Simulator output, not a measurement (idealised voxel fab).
process module | voxel fin reveal
cross-section cut | 200 nm wide | cells 5 nm
A cross-section is a grid of square cells, given in bands from the top down. A band is one or more rows of cells.
Each band's line starts with the height of the band's top and of its bottom, in nm. Then come its materials from left to right, each with its width in nm. One material with "throughout" fills the band from edge to edge. "air" is empty space.
Height 0 is the level under which the wafer as received is all one material. The lowest band goes on downwards, as in "0 down".
A width such as "30 to 40" changes by the same amount from each row of cells to the next, from the band's top row to its bottom row.
"no change" after a step means that no cell of the cross-section changed.
closed voids: empty space of 8 cells or more with no open way to the top, each as width x height at its distance from the left edge, in nm
after a step's settings: what the simulator itself notes on the step
overlay nm, on a step with a mask: how far to the right of its planned place the mask lay; to the left if negative
plan
1 op RECEIVE | material Si
2 op CONFORMAL_DEP | material SiN | thk nm 5
3 op DIRECTIONAL_DEP | material aC | thk nm 10
4 op PATTERN | tone cover | mask id FINS | material resist | width nm 15 | pitch nm 35 | thk nm 30 | overlay nm 0
5 op DIRECTIONAL_ETCH | etch materials aC | depth nm 10
6 op STRIP | etch materials resist
7 op DIRECTIONAL_ETCH | etch materials SiN | depth nm 5
8 op DIRECTIONAL_ETCH | etch materials Si | depth nm 35
9 op STRIP | etch materials aC
10 op OXIDIZE | depth nm 5
11 op FILL_DEP | material SiO2 | thk nm 5
12 op CMP | height nm 5
13 op SELECTIVE_ETCH | etch materials SiO2 | depth nm 20
14 op STRIP | etch materials SiN
as received, after step 1
  0 down: Si throughout
  closed voids: none
a wafer at the end: this start, this plan, one mistake
  0 to -15: Si 35 | air 25 | Si 10 | air 25 | Si 10 | air 25 | Si 10 | air 25 | Si 35
  -15 to -40: Si 35 | SiO2 25 | Si 10 | SiO2 25 | Si 10 | SiO2 25 | Si 10 | SiO2 25 | Si 35
  -40 down: Si throughout
  closed voids: none
what went wrong: step 4 ran as: op PATTERN | tone open | mask id FINS | material resist | width nm 15 | pitch nm 35 | thk nm 30 | overlay nm 0
